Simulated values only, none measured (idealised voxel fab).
The process module presented herein is designated voxel gate over fins.
We display cut, a cross-section 170 nm in width whose square cells are each 5 nm.
The cross-sections in this document take the form of a grid made of square cells. They are written out as bands, in order from top to bottom. Each band consists of one or more rows of cells. Read a band's entry like this: the first values are the height of its top and the height of its bottom in nm, and what follows is the sequence of materials from left to right, each with its width in nm. Note that "blank" is empty space, and that a single material marked "full width" reaches across the band from edge to edge. Height datum 0, below which the as-received substrate wafer is one material. Lowest band open at the bottom, running downward: "z 0 and below". So if you see something like "30..40" for the width, read it as the top row of the band sitting at the first number and the bottom row at the second, with every row in between moving by the same amount as the last. The designation "all unchanged", where it is given for a processing step, indicates that no cell of the cross-section was altered in the course of that step. Entry "Fully sealed cavities" = empty spaces >= 8 cells with no open way to the top; each as width x height at distance, distance from left edge, all nm. Post-settings text on a step line: simulator's own remark regarding the step. On any step carrying a mask, the "overlay nm" setting, if present on the step's line, tells how far right of its planned place the mask lay; negative values point to the left.

## Set out below are the planned steps of the process
1 op RECEIVE | material Si
2 op CONFORMAL_DEP | material SiN | thk nm 5
3 op DIRECTIONAL_DEP | material aC | thk nm 15
4 op PATTERN | tone cover | mask id FINS | material resist | width nm 15 | pitch nm 50 | thk nm 30 | overlay nm 0
5 op DIRECTIONAL_ETCH | etch materials aC | depth nm 15
6 op STRIP | etch materials resist
7 op DIRECTIONAL_ETCH | etch materials SiN | depth nm 5
8 op DIRECTIONAL_ETCH | etch materials Si | depth nm 30
9 op STRIP | etch materials aC
10 op FILL_DEP | material SiO2 | thk nm 5
11 op CMP | height nm 5
12 op DIRECTIONAL_DEP | material aC | thk nm 10
13 op PATTERN | tone open | mask id RAIL | material resist | width nm 15 | thk nm 30 | overlay nm 0
14 op DIRECTIONAL_ETCH | etch materials aC | depth nm 10
15 op STRIP | etch materials resist
16 op DIRECTIONAL_ETCH | etch materials SiO2 | depth nm 30
17 op STRIP | etch materials aC
18 op CONFORMAL_DEP | material TiN | thk nm 5
19 op FILL_DEP | material W | thk nm 5
20 op CMP | height nm 5
21 op SELECTIVE_ETCH | etch materials W Ru TiN | depth nm 25
22 op FILL_DEP | material SiO2 | thk nm 5
23 op CMP | height nm 5
24 op SELECTIVE_ETCH | etch materials SiO2 | depth nm 20
25 op STRIP | etch materials SiN
26 op CONFORMAL_DEP | material HfO2 | thk nm 5
27 op CONFORMAL_DEP | material TiN | thk nm 5
28 op FILL_DEP | material W | thk nm 10
29 op CMP | height nm 15
30 op CONFORMAL_DEP | material SiN | thk nm 10

## As-received state of the wafer in cross-section, equivalent to post-step 1
	z 0 and below | Si full width
	Fully sealed cavities: none

## First of two wafers: cross-section at end of module, run per plan
	z 25 to 15 | SiN full width
	z 15 to 10 | W full width
	z 10 to 5 | W (40)  TiN (35)  W (15)  TiN (35)  W (45)
	z 5 to 0 | W (40)  TiN (5)  HfO2 (25)  TiN (5)  W (15)  TiN (5)  HfO2 (25)  TiN (5)  W (45)
	z 0 to -5 | W (40)  TiN (5)  HfO2 (5)  Si (15)  HfO2 (5)  TiN (5)  W (15)  TiN (5)  HfO2 (5)  Si (15)  HfO2 (5)  TiN (5)  W (45)
	z -5 to -10 | TiN (45)  HfO2 (5)  Si (15)  HfO2 (5)  TiN (25)  HfO2 (5)  Si (15)  HfO2 (5)  TiN (50)
	z -10 to -15 | HfO2 (50)  Si (15)  HfO2 (35)  Si (15)  HfO2 (55)
	z -15 to -20 | SiO2 (50)  Si (15)  SiO2 (35)  Si (15)  SiO2 (55)
	z -20 to -25 | SiO2 (50)  Si (15)  SiO2 (10)  TiN (15)  SiO2 (10)  Si (15)  SiO2 (55)
	z -25 to -30 | SiO2 (50)  Si (15)  SiO2 (35)  Si (15)  SiO2 (55)
	z -30 and below | Si full width
	Fully sealed cavities: none

## Here's the second of our two wafers sectioned at module end. Same start as the first, same plan, but one mistake got made running it
	z 15 to 5 | SiN full width
	z 5 to 0 | W (40)  TiN (5)  HfO2 (25)  TiN (5)  W (15)  TiN (5)  HfO2 (25)  TiN (5)  W (45)
	z 0 to -5 | W (40)  TiN (5)  HfO2 (5)  Si (15)  HfO2 (5)  TiN (5)  W (15)  TiN (5)  HfO2 (5)  Si (15)  HfO2 (5)  TiN (5)  W (45)
	z -5 to -10 | TiN (45)  HfO2 (5)  Si (15)  HfO2 (5)  TiN (25)  HfO2 (5)  Si (15)  HfO2 (5)  TiN (50)
	z -10 to -15 | HfO2 (50)  Si (15)  HfO2 (35)  Si (15)  HfO2 (55)
	z -15 to -20 | SiO2 (50)  Si (15)  SiO2 (35)  Si (15)  SiO2 (55)
	z -20 to -25 | SiO2 (50)  Si (15)  SiO2 (10)  TiN (15)  SiO2 (10)  Si (15)  SiO2 (55)
	z -25 to -30 | SiO2 (50)  Si (15)  SiO2 (35)  Si (15)  SiO2 (55)
	z -30 and below | Si full width
	Fully sealed cavities: none
Short version of what went wrong: heads up, step 29 didn't go per plan, it actually ran as op CMP | height nm 5
Heads up, by the end the second wafer has more or fewer cells of some materials compared to the first: TiN -14; W -54
